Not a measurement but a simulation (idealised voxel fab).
Process module heading - voxel trench capacitor
Square cell edge 5 nm, section width 270 nm, ID cut.
In what follows, cross-sections appear as grids of square cells, described through bands that run from the top down, where every band is one or more rows of cells.
Band: top and bottom heights (nm) first, top before bottom; then materials from left to right, widths in nm. "throughout" marks a sole material filling the band edge to edge. "blank" denotes empty space.
Heights from 0 (as-received wafer is one material below). Bottom band endless downward, as "0 nm and below".
Width spec "30 to 40" -> top row of cells at first value, bottom row at second value, equal per-row change in between.
Where a step carries "remained unchanged", the cross-section came out of it unchanged, cell for cell.
"Enclosed void inventory" lists enclosed empty spaces (at least 8 cells, no open path upward to the top), each as width x height at distance from the left edge, in nm.
Past the settings on a step's line: simulator remark, on that step.
"overlay nm" answers the question of how far to the right of plan the mask lay on a step that has a mask, and when it is negative the answer is to the left.
### Listed below are the process steps as planned
1. RECEIVE | material Si
2. CONFORMAL_DEP | material SiN | thk nm 5
3. PATTERN | tone open | mask id TRENCH | material resist | width nm 15 | pitch nm 50 | thk nm 20 | overlay nm 0
4. DIRECTIONAL_ETCH | etch materials SiN | depth nm 5
5. DIRECTIONAL_ETCH | etch materials Si | depth nm 40
6. STRIP | etch materials resist
7. CONFORMAL_DEP | material SiO2 | thk nm 5
8. FILL_DEP | material polySi | thk nm 5
9. CMP | height nm 5
Variable across wafers: step 3 width nm (plan value is that of the first wafer; starting state common to all).
### First of several wafers (as received, post step 1), cross-sectional view
    0 nm and below  Si throughout
    Enclosed void inventory: none
### Here's the first of several wafers in cross-section, end of the module, after the last step, step 9
    5 nm to 0 nm  SiN 75, SiO2 5, polySi 5, SiO2 5, SiN 35, SiO2 5, polySi 5, SiO2 5, SiN 35, SiO2 5, polySi 5, SiO2 5, SiN 80
    0 nm to -35 nm  Si 75, SiO2 5, polySi 5, SiO2 5, Si 35, SiO2 5, polySi 5, SiO2 5, Si 35, SiO2 5, polySi 5, SiO2 5, Si 80
    -35 nm to -40 nm  Si 75, SiO2 15, Si 35, SiO2 15, Si 35, SiO2 15, Si 80
    -40 nm and below  Si throughout
    Enclosed void inventory: none
### Here's the last wafer cross-sectioned at the end of the module
    5 nm to 0 nm  SiN 65, SiO2 5, polySi 25, SiO2 5, SiN 15, SiO2 5, polySi 25, SiO2 5, SiN 15, SiO2 5, polySi 25, SiO2 5, SiN 70
    0 nm to -35 nm  Si 65, SiO2 5, polySi 25, SiO2 5, Si 15, SiO2 5, polySi 25, SiO2 5, Si 15, SiO2 5, polySi 25, SiO2 5, Si 70
    -35 nm to -40 nm  Si 65, SiO2 35, Si 15, SiO2 35, Si 15, SiO2 35, Si 70
    -40 nm and below  Si throughout
    Enclosed void inventory: none
### Below is a per-wafer table. In it, each row describes the wafer at the end of the module by giving, for each material, the number of cells gained (+) or lost (-) since the wafer was received, and after that the closed voids of the wafer
width nm 15, -72 Si, +45 SiN, +57 SiO2, +24 polySi, Enclosed void inventory: none
width nm 20, -96 Si, +42 SiN, +60 SiO2, +48 polySi, Enclosed void inventory: none
width nm 25, -120 Si, +39 SiN, +63 SiO2, +72 polySi, Enclosed void inventory: none
width nm 30, -144 Si, +36 SiN, +66 SiO2, +96 polySi, Enclosed void inventory: none
width nm 35, -168 Si, +33 SiN, +69 SiO2, +120 polySi, Enclosed void inventory: none
